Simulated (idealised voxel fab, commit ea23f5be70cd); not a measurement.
This is a process module. Its name is voxel transistor to metal.
In the cross-section labelled cut, the width is 155 nm and each square cell is 5 nm.
Heads up, the way a cross-section reads in here is a grid of square cells, handed over as bands from the top down, with every band being one or more rows of cells.
For a band, the entry starts with two heights in nm, that of the top and then that of the bottom, and carries on with the band's materials in order from left to right, each alongside its width in nm; the word "everywhere" beside a single material means it fills the band edge to edge, and "empty" means empty space.
Heights are expressed relative to 0, this being the level below which the as-received wafer comprises one material exclusively. The lowest band is unbounded in the downward direction and is denoted as in "0..down".
Think of "30 to 40" as a width that walks from the first number to the second as you go down the band, top row to bottom row, taking equal-sized steps from row to row.
A step reported as "no alteration" is a step in which no cell of the cross-section changed.
You'll see "Entrapped void list" listing empty spaces that have no way open to the top, as long as they're 8 cells or more; the notation is width x height at distance, where the distance is from the left edge, and all of it is in nm.
Heads up: the bit after the settings on a step's line is the simulator's remark on that step.
The line of a step may include "overlay nm". On a step with a mask, this value is how far to the right of its planned place the mask lay. A negative value means the mask lay to the left.

-- plan
1) RECEIVE | material Si
2) OXIDIZE | depth nm 5
3) CONFORMAL_DEP | material SiN | thk nm 10
4) PATTERN | tone cover | mask id ACTIVE | material resist | width nm 100 | thk nm 20 | overlay nm 0
5) DIRECTIONAL_ETCH | etch materials SiN | depth nm 10
6) DIRECTIONAL_ETCH | etch materials SiO2 | depth nm 5
7) DIRECTIONAL_ETCH | etch materials Si | depth nm 20
8) STRIP | etch materials resist
9) OXIDIZE | depth nm 5
10) FILL_DEP | material SiO2 | thk nm 5
11) CMP | height nm 10
12) SELECTIVE_ETCH | etch materials SiO2 | depth nm 10
13) STRIP | etch materials SiN
14) SELECTIVE_ETCH | etch materials SiO2 | depth nm 5
15) OXIDIZE | depth nm 5
16) DIRECTIONAL_DEP | material polySi | thk nm 20
17) DIRECTIONAL_DEP | material SiCN | thk nm 10
18) PATTERN | tone cover | mask id GATE | material resist | width nm 20 | thk nm 20 | overlay nm 0
19) DIRECTIONAL_ETCH | etch materials SiCN | depth nm 20
20) DIRECTIONAL_ETCH | etch materials polySi | depth nm 30
21) STRIP | etch materials resist
22) CONFORMAL_DEP | material SiN | thk nm 5
23) DIRECTIONAL_ETCH | etch materials SiN | depth nm 5
24) DIRECTIONAL_ETCH | etch materials SiO2 | depth nm 5
25) DIRECTIONAL_ETCH | etch materials Si | depth nm 5
26) EPI | material pSi | thk nm 5
27) FILL_DEP | material SiO2 | thk nm 10
28) CMP | height nm 25
29) DIRECTIONAL_DEP | material SiO2 | thk nm 15
30) PATTERN | tone open | mask id CONTACT | material resist | width nm 30 | pitch nm 60 | thk nm 15 | overlay nm 0
31) DIRECTIONAL_ETCH | etch materials SiO2 | depth nm 50
32) STRIP | etch materials resist
33) CONFORMAL_DEP | material TiN | thk nm 5
34) FILL_DEP | material Ru | thk nm 10
35) CMP | height nm 40
36) CONFORMAL_DEP | material SiCN | thk nm 5
37) DIRECTIONAL_DEP | material SiO2 | thk nm 20
38) DIRECTIONAL_DEP | material aC | thk nm 10
39) PATTERN | tone open | mask id METAL_1 | material resist | width nm 20 | pitch nm 70 | thk nm 25 | overlay nm 0
40) DIRECTIONAL_ETCH | etch materials aC | depth nm 10
41) STRIP | etch materials resist
42) DIRECTIONAL_ETCH | etch materials SiO2 | depth nm 20
43) DIRECTIONAL_ETCH | etch materials SiCN | depth nm 5
44) STRIP | etch materials aC
45) CONFORMAL_DEP | material TiN | thk nm 5
46) FILL_DEP | material Ru | thk nm 10
47) CMP | height nm 65
48) EPI | material Ru | thk nm 5
49) FILL_DEP | material SiCN | thk nm 5
50) DIRECTIONAL_DEP | material lowk | thk nm 30
51) MASKED_ETCH | tone open | mask id METAL_2 | width nm 20 | pitch nm 70 | etch materials lowk | depth nm 15 | overlay nm 0
52) MASKED_ETCH | tone open | mask id METAL_2_HOLES | width nm 15 | pitch nm 70 | etch materials lowk | depth nm 15 | overlay nm 0
53) MASKED_ETCH | tone open | mask id METAL_2_HOLES | width nm 15 | pitch nm 70 | etch materials SiCN | depth nm 5 | overlay nm 0
54) CONFORMAL_DEP | material TiN | thk nm 5
55) FILL_DEP | material Ru | thk nm 10
56) CMP | height nm 105
57) CONFORMAL_DEP | material SiN | thk nm 5

-- First of two wafers - as planned

-- Incoming wafer, cross-sectional view, post step 1
* 0..down = Si everywhere
* Entrapped void list: none

-- The wafer in cross-section once step 2 is complete
* 0..-5 = SiO2 everywhere
* Unchanged below -5.

-- The wafer in cross-section once step 3 is complete
* 10..0 = SiN everywhere
* Unchanged below 0.

-- The wafer in cross-section once step 4 is complete
* 30..10 = 25 empty | 100 resist | 30 empty
* Unchanged below 10.

-- The wafer in cross-section once step 5 is complete
* 30..10 = 25 empty | 100 resist | 30 empty
* 10..0 = 25 empty | 100 SiN | 30 empty
* Unchanged below 0.

-- The wafer in cross-section once step 6 is complete
* 30..10 = 25 empty | 100 resist | 30 empty
* 10..0 = 25 empty | 100 SiN | 30 empty
* 0..-5 = 25 empty | 100 SiO2 | 30 empty
* Unchanged below -5.

-- The wafer in cross-section once step 7 is complete
* 30..10 = 25 empty | 100 resist | 30 empty
* 10..0 = 25 empty | 100 SiN | 30 empty
* 0..-5 = 25 empty | 100 SiO2 | 30 empty
* -5..-25 = 25 empty | 100 Si | 30 empty
* Unchanged below -25.

-- The wafer in cross-section once step 8 is complete
* 10..0 = 25 empty | 100 SiN | 30 empty
* Unchanged below 0.

-- The wafer in cross-section once step 9 is complete
* 10..0 = 25 empty | 100 SiN | 30 empty
* 0..-5 = 25 empty | 100 SiO2 | 30 empty
* -5..-25 = 25 empty | 5 SiO2 | 90 Si | 5 SiO2 | 30 empty
* -25..-30 = 30 SiO2 | 90 Si | 35 SiO2
* Unchanged below -30.

-- The wafer in cross-section once step 10 is complete
* 15..10 = SiO2 everywhere
* 10..0 = 25 SiO2 | 100 SiN | 30 SiO2
* 0..-5 = SiO2 everywhere
* -5..-30 = 30 SiO2 | 90 Si | 35 SiO2
* Unchanged below -30.

-- The wafer in cross-section once step 11 is complete
* 10..0 = 25 SiO2 | 100 SiN | 30 SiO2
* Unchanged below 0.

-- The wafer in cross-section once step 12 is complete
* 10..0 = 25 empty | 100 SiN | 30 empty
* Unchanged below 0.

-- The wafer in cross-section once step 13 is complete
* 0..-5 = SiO2 everywhere
* Unchanged below -5.

-- The wafer in cross-section once step 14 is complete
* -5..-30 = 30 SiO2 | 90 Si | 35 SiO2
* Unchanged below -30.

-- The wafer in cross-section once step 15 is complete
* -5..-10 = SiO2 everywhere
* Unchanged below -10.

-- The wafer in cross-section once step 16 is complete
* 15..-5 = polySi everywhere
* Unchanged below -5.

-- The wafer in cross-section once step 17 is complete
* 25..15 = SiCN everywhere
* Unchanged below 15.

-- The wafer in cross-section once step 18 is complete
* 45..25 = 65 empty | 20 resist | 70 empty
* Unchanged below 25.

-- The wafer in cross-section once step 19 is complete
* 45..25 = 65 empty | 20 resist | 70 empty
* 25..15 = 65 empty | 20 SiCN | 70 empty
* Unchanged below 15.

-- The wafer in cross-section once step 20 is complete
* 45..25 = 65 empty | 20 resist | 70 empty
* 25..15 = 65 empty | 20 SiCN | 70 empty
* 15..-5 = 65 empty | 20 polySi | 70 empty
* Unchanged below -5.

-- The wafer in cross-section once step 21 is complete
* 25..15 = 65 empty | 20 SiCN | 70 empty
* Unchanged below 15.

-- The wafer in cross-section once step 22 is complete
* 30..25 = 60 empty | 30 SiN | 65 empty
* 25..15 = 60 empty | 5 SiN | 20 SiCN | 5 SiN | 65 empty
* 15..0 = 60 empty | 5 SiN | 20 polySi | 5 SiN | 65 empty
* 0..-5 = 65 SiN | 20 polySi | 70 SiN
* Unchanged below -5.

-- The wafer in cross-section once step 23 is complete
* 25..15 = 60 empty | 5 SiN | 20 SiCN | 5 SiN | 65 empty
* 15..-5 = 60 empty | 5 SiN | 20 polySi | 5 SiN | 65 empty
* Unchanged below -5.

-- The wafer in cross-section once step 24 is complete
* 25..15 = 60 empty | 5 SiN | 20 SiCN | 5 SiN | 65 empty
* 15..-5 = 60 empty | 5 SiN | 20 polySi | 5 SiN | 65 empty
* -5..-10 = 60 empty | 30 SiO2 | 65 empty
* Unchanged below -10.

-- The wafer in cross-section once step 25 is complete
* 25..15 = 60 empty | 5 SiN | 20 SiCN | 5 SiN | 65 empty
* 15..-5 = 60 empty | 5 SiN | 20 polySi | 5 SiN | 65 empty
* -5..-10 = 60 empty | 30 SiO2 | 65 empty
* -10..-15 = 30 SiO2 | 30 empty | 30 Si | 30 empty | 35 SiO2
* Unchanged below -15.

-- The wafer in cross-section once step 26 is complete
* 25..15 = 60 empty | 5 SiN | 20 SiCN | 5 SiN | 65 empty
* 15..-5 = 60 empty | 5 SiN | 20 polySi | 5 SiN | 65 empty
* -5..-10 = 55 empty | 5 pSi | 30 SiO2 | 5 pSi | 60 empty
* -10..-15 = 30 SiO2 | 30 pSi | 30 Si | 30 pSi | 35 SiO2
* Unchanged below -15.

-- The wafer in cross-section once step 27 is complete
* 35..25 = SiO2 everywhere
* 25..15 = 60 SiO2 | 5 SiN | 20 SiCN | 5 SiN | 65 SiO2
* 15..-5 = 60 SiO2 | 5 SiN | 20 polySi | 5 SiN | 65 SiO2
* -5..-10 = 55 SiO2 | 5 pSi | 30 SiO2 | 5 pSi | 60 SiO2
* Unchanged below -10.

-- The wafer in cross-section once step 28 is complete
* 25..15 = 60 SiO2 | 5 SiN | 20 SiCN | 5 SiN | 65 SiO2
* Unchanged below 15.

-- The wafer in cross-section once step 29 is complete
* 40..25 = SiO2 everywhere
* Unchanged below 25.

-- The wafer in cross-section once step 30 is complete
* 55..40 = 30 resist | 30 empty | 30 resist | 30 empty | 35 resist
* Unchanged below 40.

-- The wafer in cross-section once step 31 is complete
* 55..40 = 30 resist | 30 empty | 30 resist | 30 empty | 35 resist
* 40..25 = 30 SiO2 | 30 empty | 30 SiO2 | 30 empty | 35 SiO2
* 25..15 = 30 SiO2 | 30 empty | 5 SiN | 20 SiCN | 5 SiN | 30 empty | 35 SiO2
* 15..-5 = 30 SiO2 | 30 empty | 5 SiN | 20 polySi | 5 SiN | 30 empty | 35 SiO2
* -5..-10 = 30 SiO2 | 25 empty | 5 pSi | 30 SiO2 | 5 pSi | 25 empty | 35 SiO2
* Unchanged below -10.

-- The wafer in cross-section once step 32 is complete
* 40..25 = 30 SiO2 | 30 empty | 30 SiO2 | 30 empty | 35 SiO2
* Unchanged below 25.

-- The wafer in cross-section once step 33 is complete
* 45..40 = 35 TiN | 20 empty | 40 TiN | 20 empty | 40 TiN
* 40..25 = 30 SiO2 | 5 TiN | 20 empty | 5 TiN | 30 SiO2 | 5 TiN | 20 empty | 5 TiN | 35 SiO2
* 25..15 = 30 SiO2 | 5 TiN | 20 empty | 5 TiN | 5 SiN | 20 SiCN | 5 SiN | 5 TiN | 20 empty | 5 TiN | 35 SiO2
* 15..0 = 30 SiO2 | 5 TiN | 20 empty | 5 TiN | 5 SiN | 20 polySi | 5 SiN | 5 TiN | 20 empty | 5 TiN | 35 SiO2
* 0..-5 = 30 SiO2 | 5 TiN | 15 empty | 10 TiN | 5 SiN | 20 polySi | 5 SiN | 10 TiN | 15 empty | 5 TiN | 35 SiO2
* -5..-10 = 30 SiO2 | 25 TiN | 5 pSi | 30 SiO2 | 5 pSi | 25 TiN | 35 SiO2
* Unchanged below -10.

-- The wafer in cross-section once step 34 is complete
* 55..45 = Ru everywhere
* 45..40 = 35 TiN | 20 Ru | 40 TiN | 20 Ru | 40 TiN
* 40..25 = 30 SiO2 | 5 TiN | 20 Ru | 5 TiN | 30 SiO2 | 5 TiN | 20 Ru | 5 TiN | 35 SiO2
* 25..15 = 30 SiO2 | 5 TiN | 20 Ru | 5 TiN | 5 SiN | 20 SiCN | 5 SiN | 5 TiN | 20 Ru | 5 TiN | 35 SiO2
* 15..0 = 30 SiO2 | 5 TiN | 20 Ru | 5 TiN | 5 SiN | 20 polySi | 5 SiN | 5 TiN | 20 Ru | 5 TiN | 35 SiO2
* 0..-5 = 30 SiO2 | 5 TiN | 15 Ru | 10 TiN | 5 SiN | 20 polySi | 5 SiN | 10 TiN | 15 Ru | 5 TiN | 35 SiO2
* Unchanged below -5.

-- The wafer in cross-section once step 35 is complete
* 40..25 = 30 SiO2 | 5 TiN | 20 Ru | 5 TiN | 30 SiO2 | 5 TiN | 20 Ru | 5 TiN | 35 SiO2
* Unchanged below 25.

-- The wafer in cross-section once step 36 is complete
* 45..40 = SiCN everywhere
* Unchanged below 40.

-- The wafer in cross-section once step 37 is complete
* 65..45 = SiO2 everywhere
* Unchanged below 45.

-- The wafer in cross-section once step 38 is complete
* 75..65 = aC everywhere
* Unchanged below 65.

-- The wafer in cross-section once step 39 is complete
* 100..75 = 30 resist | 20 empty | 50 resist | 20 empty | 35 resist
* Unchanged below 75.

-- The wafer in cross-section once step 40 is complete
* 90..75 = 30 resist | 20 empty | 50 resist | 20 empty | 35 resist
* 75..65 = 30 aC | 20 empty | 50 aC | 20 empty | 35 aC
* Unchanged below 65.

-- The wafer in cross-section once step 41 is complete
* 75..65 = 30 aC | 20 empty | 50 aC | 20 empty | 35 aC
* Unchanged below 65.

-- The wafer in cross-section once step 42 is complete
* 75..65 = 30 aC | 20 empty | 50 aC | 20 empty | 35 aC
* 65..45 = 30 SiO2 | 20 empty | 50 SiO2 | 20 empty | 35 SiO2
* Unchanged below 45.

-- The wafer in cross-section once step 43 is complete
* 75..65 = 30 aC | 20 empty | 50 aC | 20 empty | 35 aC
* 65..45 = 30 SiO2 | 20 empty | 50 SiO2 | 20 empty | 35 SiO2
* 45..40 = 30 SiCN | 20 empty | 50 SiCN | 20 empty | 35 SiCN
* Unchanged below 40.

-- The wafer in cross-section once step 44 is complete
* 65..45 = 30 SiO2 | 20 empty | 50 SiO2 | 20 empty | 35 SiO2
* Unchanged below 45.

-- The wafer in cross-section once step 45 is complete
* 70..65 = 35 TiN | 10 empty | 60 TiN | 10 empty | 40 TiN
* 65..45 = 30 SiO2 | 5 TiN | 10 empty | 5 TiN | 50 SiO2 | 5 TiN | 10 empty | 5 TiN | 35 SiO2
* 45..40 = 30 SiCN | 20 TiN | 50 SiCN | 20 TiN | 35 SiCN
* Unchanged below 40.

-- The wafer in cross-section once step 46 is complete
* 80..70 = Ru everywhere
* 70..65 = 35 TiN | 10 Ru | 60 TiN | 10 Ru | 40 TiN
* 65..45 = 30 SiO2 | 5 TiN | 10 Ru | 5 TiN | 50 SiO2 | 5 TiN | 10 Ru | 5 TiN | 35 SiO2
* Unchanged below 45.

-- The wafer in cross-section once step 47 is complete
* 65..45 = 30 SiO2 | 5 TiN | 10 Ru | 5 TiN | 50 SiO2 | 5 TiN | 10 Ru | 5 TiN | 35 SiO2
* Unchanged below 45.

-- The wafer in cross-section once step 48 is complete
* 70..65 = 25 empty | 30 Ru | 40 empty | 30 Ru | 30 empty
* Unchanged below 65.

-- The wafer in cross-section once step 49 is complete
* 75..70 = SiCN everywhere
* 70..65 = 25 SiCN | 30 Ru | 40 SiCN | 30 Ru | 30 SiCN
* Unchanged below 65.

-- The wafer in cross-section once step 50 is complete
* 105..75 = lowk everywhere
* Unchanged below 75.

-- The wafer in cross-section once step 51 is complete
* 105..90 = 30 lowk | 20 empty | 50 lowk | 20 empty | 35 lowk
* Unchanged below 90.

-- The wafer in cross-section once step 52 is complete
* 105..90 = 30 lowk | 20 empty | 50 lowk | 20 empty | 35 lowk
* 90..75 = 30 lowk | 15 empty | 55 lowk | 15 empty | 40 lowk
* Unchanged below 75.

-- The wafer in cross-section once step 53 is complete
* 105..90 = 30 lowk | 20 empty | 50 lowk | 20 empty | 35 lowk
* 90..75 = 30 lowk | 15 empty | 55 lowk | 15 empty | 40 lowk
* 75..70 = 30 SiCN | 15 empty | 55 SiCN | 15 empty | 40 SiCN
* Unchanged below 70.

-- The wafer in cross-section once step 54 is complete
* 110..105 = 35 TiN | 10 empty | 60 TiN | 10 empty | 40 TiN
* 105..95 = 30 lowk | 5 TiN | 10 empty | 5 TiN | 50 lowk | 5 TiN | 10 empty | 5 TiN | 35 lowk
* 95..90 = 30 lowk | 5 TiN | 5 empty | 10 TiN | 50 lowk | 5 TiN | 5 empty | 10 TiN | 35 lowk
* 90..75 = 30 lowk | 5 TiN | 5 empty | 5 TiN | 55 lowk | 5 TiN | 5 empty | 5 TiN | 40 lowk
* 75..70 = 30 SiCN | 15 TiN | 55 SiCN | 15 TiN | 40 SiCN
* Unchanged below 70.

-- The wafer in cross-section once step 55 is complete
* 120..110 = Ru everywhere
* 110..105 = 35 TiN | 10 Ru | 60 TiN | 10 Ru | 40 TiN
* 105..95 = 30 lowk | 5 TiN | 10 Ru | 5 TiN | 50 lowk | 5 TiN | 10 Ru | 5 TiN | 35 lowk
* 95..90 = 30 lowk | 5 TiN | 5 Ru | 10 TiN | 50 lowk | 5 TiN | 5 Ru | 10 TiN | 35 lowk
* 90..75 = 30 lowk | 5 TiN | 5 Ru | 5 TiN | 55 lowk | 5 TiN | 5 Ru | 5 TiN | 40 lowk
* Unchanged below 75.

-- The wafer in cross-section once step 56 is complete
* 105..95 = 30 lowk | 5 TiN | 10 Ru | 5 TiN | 50 lowk | 5 TiN | 10 Ru | 5 TiN | 35 lowk
* Unchanged below 95.

-- The wafer in cross-section once step 57 is complete
* 110..105 = SiN everywhere
* Unchanged below 105.

-- The second wafer began exactly as the first did and followed the same plan, but one mistake was made while running it; through step 51 inclusive, the two wafers are identical

-- Second wafer cross-section, taken as of the time the plan sets for step 52 to be done
* 90..75 = 45 lowk | 5 empty | 65 lowk | 5 empty | 35 lowk
* Unchanged below 75.

Second wafer cross-section, taken as of the time the plan sets for step 53 to be done: no alteration

-- Second wafer cross-section, taken as of the time the plan sets for step 54 to be done
* 95..90 = TiN everywhere
* 90..75 = 45 lowk | 5 TiN | 65 lowk | 5 TiN | 35 lowk
* Unchanged below 75.

-- Second wafer cross-section, taken as of the time the plan sets for step 55 to be done
* 105..95 = Ru everywhere
* Unchanged below 95.

Second wafer cross-section, taken as of the time the plan sets for step 56 to be done: no alteration

-- Second wafer cross-section, taken as of the time the plan sets for step 57 to be done
* 110..105 = SiN everywhere
* Unchanged below 105.
Which mistake was made when the wafer was run? step 52 went in with a setting other than planned; the actual run was MASKED_ETCH | tone cover | mask id METAL_2_HOLES | width nm 15 | pitch nm 70 | etch materials lowk | depth nm 15 | overlay nm 0
Final cells, second wafer relative to first, materials higher or lower: 46 more of Ru; 6 more of SiCN; 5 more of TiN; 57 fewer of lowk
